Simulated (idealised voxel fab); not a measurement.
Process module heading - voxel gate over fins
Xsec cut, 280 nm wide, square cell size 5 nm.
When this document writes out a cross-section, it uses a grid of square cells and lists it as bands, beginning at the top and moving down, with a band standing for one or more rows of cells. Each band's line starts with the height of the band's top and of its bottom, in nm. Then come its materials from left to right, each with its width in nm. One material with "full width" fills the band from edge to edge. "blank" is empty space. Heights from 0 (as-received wafer is one material below). Bottom band endless downward, as "0..down". The two numbers in a width such as "30 to 40" mark its ends across the band: the first belongs to the top row of cells, the second to the bottom row, and from each row to the next the width moves by the same amount. "everything unchanged" for a step: no cell of the cross-section changed in that step. Closed empty spaces (no open way to the top) of 8 cells or more are what "Closed voids list" lists, each as width x height at distance from the left edge, nm for all three. That trailing text on a step's line, after the settings, is the simulator's own remark on the step. "overlay nm" on a masked step: distance the mask lay right of its planned place, negative for left.

-- Set out below are the planned steps of the process
1: RECEIVE | material Si
2: CONFORMAL_DEP | material SiN | thk nm 10
3: DIRECTIONAL_DEP | material aC | thk nm 10
4: PATTERN | tone cover | mask id FINS | material resist | width nm 15 | pitch nm 60 | thk nm 25 | overlay nm 0
5: DIRECTIONAL_ETCH | etch materials aC | depth nm 10
6: STRIP | etch materials resist
7: DIRECTIONAL_ETCH | etch materials SiN | depth nm 10
8: DIRECTIONAL_ETCH | etch materials Si | depth nm 30
9: STRIP | etch materials aC
10: OXIDIZE | depth nm 5
11: FILL_DEP | material SiO2 | thk nm 5
12: CMP | height nm 10
13: PATTERN | tone open | mask id RAIL | material resist | width nm 15 | thk nm 20 | overlay nm 0
14: DIRECTIONAL_ETCH | etch materials SiO2 | depth nm 35
15: STRIP | etch materials resist
16: CONFORMAL_DEP | material TiN | thk nm 5
17: FILL_DEP | material W | thk nm 10
18: CMP | height nm 10
19: SELECTIVE_ETCH | etch materials W Ru TiN | depth nm 30
20: FILL_DEP | material SiO2 | thk nm 5
21: CMP | height nm 10
22: SELECTIVE_ETCH | etch materials SiO2 | depth nm 25
23: STRIP | etch materials SiN
24: CONFORMAL_DEP | material HfO2 | thk nm 5
25: CONFORMAL_DEP | material TiN | thk nm 5
26: FILL_DEP | material W | thk nm 15
27: CMP | height nm 20
28: CONFORMAL_DEP | material SiCN | thk nm 10

-- Of two wafers, the first: run according to plan

-- Cross-section of the wafer as it came to us, i.e., already through step 1
  0..down | Si full width
  Closed voids list: none

-- Sectional view: wafer, after step 2
  10..0 | SiN full width
  At heights below 0, the structure remains unaltered.

-- Sectional view: wafer, after step 3
  20..10 | aC full width
  At heights below 10, the structure remains unaltered.

-- Sectional view: wafer, after step 4
  45..20 | blank 70, then resist 15, then blank 45, then resist 15, then blank 45, then resist 15, then blank 75
  At heights below 20, the structure remains unaltered.

-- Sectional view: wafer, after step 5
  35..20 | blank 70, then resist 15, then blank 45, then resist 15, then blank 45, then resist 15, then blank 75
  20..10 | blank 70, then aC 15, then blank 45, then aC 15, then blank 45, then aC 15, then blank 75
  At heights below 10, the structure remains unaltered.

-- Sectional view: wafer, after step 6
  20..10 | blank 70, then aC 15, then blank 45, then aC 15, then blank 45, then aC 15, then blank 75
  At heights below 10, the structure remains unaltered.

-- Sectional view: wafer, after step 7
  20..10 | blank 70, then aC 15, then blank 45, then aC 15, then blank 45, then aC 15, then blank 75
  10..0 | blank 70, then SiN 15, then blank 45, then SiN 15, then blank 45, then SiN 15, then blank 75
  At heights below 0, the structure remains unaltered.

-- Sectional view: wafer, after step 8
  20..10 | blank 70, then aC 15, then blank 45, then aC 15, then blank 45, then aC 15, then blank 75
  10..0 | blank 70, then SiN 15, then blank 45, then SiN 15, then blank 45, then SiN 15, then blank 75
  0..-30 | blank 70, then Si 15, then blank 45, then Si 15, then blank 45, then Si 15, then blank 75
  At heights below -30, the structure remains unaltered.

-- Sectional view: wafer, after step 9
  10..0 | blank 70, then SiN 15, then blank 45, then SiN 15, then blank 45, then SiN 15, then blank 75
  At heights below 0, the structure remains unaltered.

-- Sectional view: wafer, after step 10
  10..0 | blank 70, then SiN 15, then blank 45, then SiN 15, then blank 45, then SiN 15, then blank 75
  0..-30 | blank 70, then SiO2 5, then Si 5, then SiO2 5, then blank 45, then SiO2 5, then Si 5, then SiO2 5, then blank 45, then SiO2 5, then Si 5, then SiO2 5, then blank 75
  -30..-35 | SiO2 75, then Si 5, then SiO2 55, then Si 5, then SiO2 55, then Si 5, then SiO2 80
  At heights below -35, the structure remains unaltered.

-- Sectional view: wafer, after step 11
  15..10 | SiO2 full width
  10..0 | SiO2 70, then SiN 15, then SiO2 45, then SiN 15, then SiO2 45, then SiN 15, then SiO2 75
  0..-35 | SiO2 75, then Si 5, then SiO2 55, then Si 5, then SiO2 55, then Si 5, then SiO2 80
  At heights below -35, the structure remains unaltered.

-- Sectional view: wafer, after step 12
  10..0 | SiO2 70, then SiN 15, then SiO2 45, then SiN 15, then SiO2 45, then SiN 15, then SiO2 75
  At heights below 0, the structure remains unaltered.

-- Sectional view: wafer, after step 13
  30..10 | resist 100, then blank 15, then resist 165
  At heights below 10, the structure remains unaltered.

-- Sectional view: wafer, after step 14
  30..10 | resist 100, then blank 15, then resist 165
  10..0 | SiO2 70, then SiN 15, then SiO2 15, then blank 15, then SiO2 15, then SiN 15, then SiO2 45, then SiN 15, then SiO2 75
  0..-25 | SiO2 75, then Si 5, then SiO2 20, then blank 15, then SiO2 20, then Si 5, then SiO2 55, then Si 5, then SiO2 80
  At heights below -25, the structure remains unaltered.

-- Sectional view: wafer, after step 15
  10..0 | SiO2 70, then SiN 15, then SiO2 15, then blank 15, then SiO2 15, then SiN 15, then SiO2 45, then SiN 15, then SiO2 75
  At heights below 0, the structure remains unaltered.

-- Sectional view: wafer, after step 16
  15..10 | TiN 105, then blank 5, then TiN 170
  10..0 | SiO2 70, then SiN 15, then SiO2 15, then TiN 5, then blank 5, then TiN 5, then SiO2 15, then SiN 15, then SiO2 45, then SiN 15, then SiO2 75
  0..-20 | SiO2 75, then Si 5, then SiO2 20, then TiN 5, then blank 5, then TiN 5, then SiO2 20, then Si 5, then SiO2 55, then Si 5, then SiO2 80
  -20..-25 | SiO2 75, then Si 5, then SiO2 20, then TiN 15, then SiO2 20, then Si 5, then SiO2 55, then Si 5, then SiO2 80
  At heights below -25, the structure remains unaltered.

-- Sectional view: wafer, after step 17
  25..15 | W full width
  15..10 | TiN 105, then W 5, then TiN 170
  10..0 | SiO2 70, then SiN 15, then SiO2 15, then TiN 5, then W 5, then TiN 5, then SiO2 15, then SiN 15, then SiO2 45, then SiN 15, then SiO2 75
  0..-20 | SiO2 75, then Si 5, then SiO2 20, then TiN 5, then W 5, then TiN 5, then SiO2 20, then Si 5, then SiO2 55, then Si 5, then SiO2 80
  At heights below -20, the structure remains unaltered.

-- Sectional view: wafer, after step 18
  10..0 | SiO2 70, then SiN 15, then SiO2 15, then TiN 5, then W 5, then TiN 5, then SiO2 15, then SiN 15, then SiO2 45, then SiN 15, then SiO2 75
  At heights below 0, the structure remains unaltered.

-- Sectional view: wafer, after step 19
  10..0 | SiO2 70, then SiN 15, then SiO2 15, then blank 15, then SiO2 15, then SiN 15, then SiO2 45, then SiN 15, then SiO2 75
  0..-20 | SiO2 75, then Si 5, then SiO2 20, then blank 15, then SiO2 20, then Si 5, then SiO2 55, then Si 5, then SiO2 80
  At heights below -20, the structure remains unaltered.

-- Sectional view: wafer, after step 20
  15..10 | SiO2 full width
  10..0 | SiO2 70, then SiN 15, then SiO2 45, then SiN 15, then SiO2 45, then SiN 15, then SiO2 75
  0..-20 | SiO2 75, then Si 5, then SiO2 55, then Si 5, then SiO2 55, then Si 5, then SiO2 80
  At heights below -20, the structure remains unaltered.

-- Sectional view: wafer, after step 21
  10..0 | SiO2 70, then SiN 15, then SiO2 45, then SiN 15, then SiO2 45, then SiN 15, then SiO2 75
  At heights below 0, the structure remains unaltered.

-- Sectional view: wafer, after step 22
  10..0 | blank 70, then SiN 15, then blank 45, then SiN 15, then blank 45, then SiN 15, then blank 75
  0..-15 | blank 75, then Si 5, then blank 55, then Si 5, then blank 55, then Si 5, then blank 80
  At heights below -15, the structure remains unaltered.

-- Sectional view: wafer, after step 23
  0..-15 | blank 75, then Si 5, then blank 55, then Si 5, then blank 55, then Si 5, then blank 80
  At heights below -15, the structure remains unaltered.

-- Sectional view: wafer, after step 24
  5..0 | blank 70, then HfO2 15, then blank 45, then HfO2 15, then blank 45, then HfO2 15, then blank 75
  0..-10 | blank 70, then HfO2 5, then Si 5, then HfO2 5, then blank 45, then HfO2 5, then Si 5, then HfO2 5, then blank 45, then HfO2 5, then Si 5, then HfO2 5, then blank 75
  -10..-15 | HfO2 75, then Si 5, then HfO2 55, then Si 5, then HfO2 55, then Si 5, then HfO2 80
  At heights below -15, the structure remains unaltered.

-- Sectional view: wafer, after step 25
  10..5 | blank 65, then TiN 25, then blank 35, then TiN 25, then blank 35, then TiN 25, then blank 70
  5..0 | blank 65, then TiN 5, then HfO2 15, then TiN 5, then blank 35, then TiN 5, then HfO2 15, then TiN 5, then blank 35, then TiN 5, then HfO2 15, then TiN 5, then blank 70
  0..-5 | blank 65, then TiN 5, then HfO2 5, then Si 5, then HfO2 5, then TiN 5, then blank 35, then TiN 5, then HfO2 5, then Si 5, then HfO2 5, then TiN 5, then blank 35, then TiN 5, then HfO2 5, then Si 5, then HfO2 5, then TiN 5, then blank 70
  -5..-10 | TiN 70, then HfO2 5, then Si 5, then HfO2 5, then TiN 45, then HfO2 5, then Si 5, then HfO2 5, then TiN 45, then HfO2 5, then Si 5, then HfO2 5, then TiN 75
  At heights below -10, the structure remains unaltered.

-- Sectional view: wafer, after step 26
  25..10 | W full width
  10..5 | W 65, then TiN 25, then W 35, then TiN 25, then W 35, then TiN 25, then W 70
  5..0 | W 65, then TiN 5, then HfO2 15, then TiN 5, then W 35, then TiN 5, then HfO2 15, then TiN 5, then W 35, then TiN 5, then HfO2 15, then TiN 5, then W 70
  0..-5 | W 65, then TiN 5, then HfO2 5, then Si 5, then HfO2 5, then TiN 5, then W 35, then TiN 5, then HfO2 5, then Si 5, then HfO2 5, then TiN 5, then W 35, then TiN 5, then HfO2 5, then Si 5, then HfO2 5, then TiN 5, then W 70
  At heights below -5, the structure remains unaltered.

-- Sectional view: wafer, after step 27
  20..10 | W full width
  At heights below 10, the structure remains unaltered.

-- Sectional view: wafer, after step 28
  30..20 | SiCN full width
  At heights below 20, the structure remains unaltered.

-- The second wafer was prepared from the same starting point and under the same plan as the first; its processing contained one mistake, and it remains indistinguishable from the first wafer up to and including step 23

-- Cross-section of the second wafer when, according to plan, step 24 should have finished
  5..0 | blank 70, then TiN 15, then blank 45, then TiN 15, then blank 45, then TiN 15, then blank 75
  0..-10 | blank 70, then TiN 5, then Si 5, then TiN 5, then blank 45, then TiN 5, then Si 5, then TiN 5, then blank 45, then TiN 5, then Si 5, then TiN 5, then blank 75
  -10..-15 | TiN 75, then Si 5, then TiN 55, then Si 5, then TiN 55, then Si 5, then TiN 80
  At heights below -15, the structure remains unaltered.

-- Cross-section of the second wafer when, according to plan, step 25 should have finished
  10..5 | blank 65, then HfO2 25, then blank 35, then HfO2 25, then blank 35, then HfO2 25, then blank 70
  5..0 | blank 65, then HfO2 5, then TiN 15, then HfO2 5, then blank 35, then HfO2 5, then TiN 15, then HfO2 5, then blank 35, then HfO2 5, then TiN 15, then HfO2 5, then blank 70
  0..-5 | blank 65, then HfO2 5, then TiN 5, then Si 5, then TiN 5, then HfO2 5, then blank 35, then HfO2 5, then TiN 5, then Si 5, then TiN 5, then HfO2 5, then blank 35, then HfO2 5, then TiN 5, then Si 5, then TiN 5, then HfO2 5, then blank 70
  -5..-10 | HfO2 70, then TiN 5, then Si 5, then TiN 5, then HfO2 45, then TiN 5, then Si 5, then TiN 5, then HfO2 45, then TiN 5, then Si 5, then TiN 5, then HfO2 75
  At heights below -10, the structure remains unaltered.

-- Cross-section of the second wafer when, according to plan, step 26 should have finished
  25..10 | W full width
  10..5 | W 65, then HfO2 25, then W 35, then HfO2 25, then W 35, then HfO2 25, then W 70
  5..0 | W 65, then HfO2 5, then TiN 15, then HfO2 5, then W 35, then HfO2 5, then TiN 15, then HfO2 5, then W 35, then HfO2 5, then TiN 15, then HfO2 5, then W 70
  0..-5 | W 65, then HfO2 5, then TiN 5, then Si 5, then TiN 5, then HfO2 5, then W 35, then HfO2 5, then TiN 5, then Si 5, then TiN 5, then HfO2 5, then W 35, then HfO2 5, then TiN 5, then Si 5, then TiN 5, then HfO2 5, then W 70
  At heights below -5, the structure remains unaltered.

-- Cross-section of the second wafer when, according to plan, step 27 should have finished
  20..10 | W full width
  At heights below 10, the structure remains unaltered.

-- Cross-section of the second wafer when, according to plan, step 28 should have finished
  30..20 | SiCN full width
  At heights below 20, the structure remains unaltered.
Heads up, the wafer didn't run the way we planned it: mixed up steps 24 and 25 - ran each in the other's place
Both wafers, final: cells per material equal; arrangement not.
